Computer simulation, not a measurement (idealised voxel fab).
Process module heading - voxel gate over fins
It is cross-section cut that appears here, measuring 220 nm in width, its square cells being 5 nm in size.
Cross-section, as written here: a square-cell grid given band by band from the top down, where a band holds one or more rows of cells. Within each band entry, the heights of the top and of the bottom of the band appear first, in that order and in nm; the materials of the band then follow from left to right, each with its corresponding width in nm. The designation "all across" on a single material indicates that it fills the band from edge to edge; the designation "air" indicates empty space. Heads up on the height convention: 0 is the point under which the incoming wafer is all one material, and the lowest band has no bottom, it just keeps going down, like "0 nm and below". The expression "30->40" gives the width at the extremes of the band, the first number at its top row of cells and the second at its bottom row, with the width changing by equal amounts from each row to the next in between. A step reported as "left unchanged" is a step in which no cell of the cross-section changed. "Closed void register": sealed empty spaces, 8 cells or more, no open way to top, listed width x height at distance, with distance from the left edge and width, height and distance in nm. after a step's settings: what the simulator itself notes on the step. Among the settings permitted on a step's line is "overlay nm"; applied to a step with a mask, it specifies the extent to which the mask lay to the right of its planned position, whereas a negative figure signifies a position to the left.
## Listed below are the process steps as planned
1. op RECEIVE | material Si
2. op CONFORMAL_DEP | material SiN | thk nm 5
3. op DIRECTIONAL_DEP | material aC | thk nm 10
4. op PATTERN | tone cover | mask id FINS | material resist | width nm 15 | pitch nm 40 | thk nm 25 | overlay nm 0
5. op DIRECTIONAL_ETCH | etch materials aC | depth nm 10
6. op STRIP | etch materials resist
7. op DIRECTIONAL_ETCH | etch materials SiN | depth nm 5
8. op DIRECTIONAL_ETCH | etch materials Si | depth nm 30
9. op STRIP | etch materials aC
10. op FILL_DEP | material SiO2 | thk nm 10
11. op CMP | height nm 5
12. op SELECTIVE_ETCH | etch materials SiO2 | depth nm 20
13. op STRIP | etch materials SiN
14. op CONFORMAL_DEP | material HfO2 | thk nm 5
15. op CONFORMAL_DEP | material TiN | thk nm 5
16. op FILL_DEP | material W | thk nm 15
17. op CMP | height nm 20
18. op CONFORMAL_DEP | material SiN | thk nm 5
## First out of two wafers; run went to plan
## Cross-section of the wafer as it came to us, i.e., already through step 1
* 0 nm and below | Si all across
* Closed void register: none
## So this is the wafer cross-section right after step 2
* 5 nm to 0 nm | SiN all across
* Note: structure below 0 unchanged.
## So this is the wafer cross-section right after step 3
* 15 nm to 5 nm | aC all across
* Note: structure below 5 unchanged.
## So this is the wafer cross-section right after step 4
* 40 nm to 15 nm | air: 80, resist: 15, air: 25, resist: 15, air: 85
* Note: structure below 15 unchanged.
## So this is the wafer cross-section right after step 5
* 30 nm to 15 nm | air: 80, resist: 15, air: 25, resist: 15, air: 85
* 15 nm to 5 nm | air: 80, aC: 15, air: 25, aC: 15, air: 85
* Note: structure below 5 unchanged.
## So this is the wafer cross-section right after step 6
* 15 nm to 5 nm | air: 80, aC: 15, air: 25, aC: 15, air: 85
* Note: structure below 5 unchanged.
## So this is the wafer cross-section right after step 7
* 15 nm to 5 nm | air: 80, aC: 15, air: 25, aC: 15, air: 85
* 5 nm to 0 nm | air: 80, SiN: 15, air: 25, SiN: 15, air: 85
* Note: structure below 0 unchanged.
## So this is the wafer cross-section right after step 8
* 15 nm to 5 nm | air: 80, aC: 15, air: 25, aC: 15, air: 85
* 5 nm to 0 nm | air: 80, SiN: 15, air: 25, SiN: 15, air: 85
* 0 nm to -30 nm | air: 80, Si: 15, air: 25, Si: 15, air: 85
* Note: structure below -30 unchanged.
## So this is the wafer cross-section right after step 9
* 5 nm to 0 nm | air: 80, SiN: 15, air: 25, SiN: 15, air: 85
* Note: structure below 0 unchanged.
## So this is the wafer cross-section right after step 10
* 15 nm to 5 nm | SiO2 all across
* 5 nm to 0 nm | SiO2: 80, SiN: 15, SiO2: 25, SiN: 15, SiO2: 85
* 0 nm to -30 nm | SiO2: 80, Si: 15, SiO2: 25, Si: 15, SiO2: 85
* Note: structure below -30 unchanged.
## So this is the wafer cross-section right after step 11
* 5 nm to 0 nm | SiO2: 80, SiN: 15, SiO2: 25, SiN: 15, SiO2: 85
* Note: structure below 0 unchanged.
## So this is the wafer cross-section right after step 12
* 5 nm to 0 nm | air: 80, SiN: 15, air: 25, SiN: 15, air: 85
* 0 nm to -15 nm | air: 80, Si: 15, air: 25, Si: 15, air: 85
* Note: structure below -15 unchanged.
## So this is the wafer cross-section right after step 13
* 0 nm to -15 nm | air: 80, Si: 15, air: 25, Si: 15, air: 85
* Note: structure below -15 unchanged.
## So this is the wafer cross-section right after step 14
* 5 nm to 0 nm | air: 75, HfO2: 25, air: 15, HfO2: 25, air: 80
* 0 nm to -10 nm | air: 75, HfO2: 5, Si: 15, HfO2: 5, air: 15, HfO2: 5, Si: 15, HfO2: 5, air: 80
* -10 nm to -15 nm | HfO2: 80, Si: 15, HfO2: 25, Si: 15, HfO2: 85
* Note: structure below -15 unchanged.
## So this is the wafer cross-section right after step 15
* 10 nm to 5 nm | air: 70, TiN: 35, air: 5, TiN: 35, air: 75
* 5 nm to 0 nm | air: 70, TiN: 5, HfO2: 25, TiN: 5, air: 5, TiN: 5, HfO2: 25, TiN: 5, air: 75
* 0 nm to -5 nm | air: 70, TiN: 5, HfO2: 5, Si: 15, HfO2: 5, TiN: 5, air: 5, TiN: 5, HfO2: 5, Si: 15, HfO2: 5, TiN: 5, air: 75
* -5 nm to -10 nm | TiN: 75, HfO2: 5, Si: 15, HfO2: 5, TiN: 15, HfO2: 5, Si: 15, HfO2: 5, TiN: 80
* Note: structure below -10 unchanged.
## So this is the wafer cross-section right after step 16
* 25 nm to 10 nm | W all across
* 10 nm to 5 nm | W: 70, TiN: 35, W: 5, TiN: 35, W: 75
* 5 nm to 0 nm | W: 70, TiN: 5, HfO2: 25, TiN: 5, W: 5, TiN: 5, HfO2: 25, TiN: 5, W: 75
* 0 nm to -5 nm | W: 70, TiN: 5, HfO2: 5, Si: 15, HfO2: 5, TiN: 5, W: 5, TiN: 5, HfO2: 5, Si: 15, HfO2: 5, TiN: 5, W: 75
* Note: structure below -5 unchanged.
## So this is the wafer cross-section right after step 17
* 20 nm to 10 nm | W all across
* Note: structure below 10 unchanged.
## So this is the wafer cross-section right after step 18
* 25 nm to 20 nm | SiN all across
* Note: structure below 20 unchanged.
## Companion wafer, the second of two: same beginning, same intended sequence, one mistake in carrying it out; through step 13 inclusive it tracks the first exactly
## when step 14 should have ended
* 5 nm to 0 nm | air: 75, TiN: 25, air: 15, TiN: 25, air: 80
* 0 nm to -10 nm | air: 75, TiN: 5, Si: 15, TiN: 5, air: 15, TiN: 5, Si: 15, TiN: 5, air: 80
* -10 nm to -15 nm | TiN: 80, Si: 15, TiN: 25, Si: 15, TiN: 85
* Note: structure below -15 unchanged.
## when step 15 should have ended
* 10 nm to 5 nm | air: 70, HfO2: 35, air: 5, HfO2: 35, air: 75
* 5 nm to 0 nm | air: 70, HfO2: 5, TiN: 25, HfO2: 5, air: 5, HfO2: 5, TiN: 25, HfO2: 5, air: 75
* 0 nm to -5 nm | air: 70, HfO2: 5, TiN: 5, Si: 15, TiN: 5, HfO2: 5, air: 5, HfO2: 5, TiN: 5, Si: 15, TiN: 5, HfO2: 5, air: 75
* -5 nm to -10 nm | HfO2: 75, TiN: 5, Si: 15, TiN: 5, HfO2: 15, TiN: 5, Si: 15, TiN: 5, HfO2: 80
* Note: structure below -10 unchanged.
## when step 16 should have ended
* 25 nm to 10 nm | W all across
* 10 nm to 5 nm | W: 70, HfO2: 35, W: 5, HfO2: 35, W: 75
* 5 nm to 0 nm | W: 70, HfO2: 5, TiN: 25, HfO2: 5, W: 5, HfO2: 5, TiN: 25, HfO2: 5, W: 75
* 0 nm to -5 nm | W: 70, HfO2: 5, TiN: 5, Si: 15, TiN: 5, HfO2: 5, W: 5, HfO2: 5, TiN: 5, Si: 15, TiN: 5, HfO2: 5, W: 75
* Note: structure below -5 unchanged.
## when step 17 should have ended
* 20 nm to 10 nm | W all across
* Note: structure below 10 unchanged.
## when step 18 should have ended
* 25 nm to 20 nm | SiN all across
* Note: structure below 20 unchanged.
In executing the process, a mistake was made relative to the plan: order of steps 14 and 15 inverted relative to the plan
Final state: per-material cell counts identical on both wafers; locations differ.
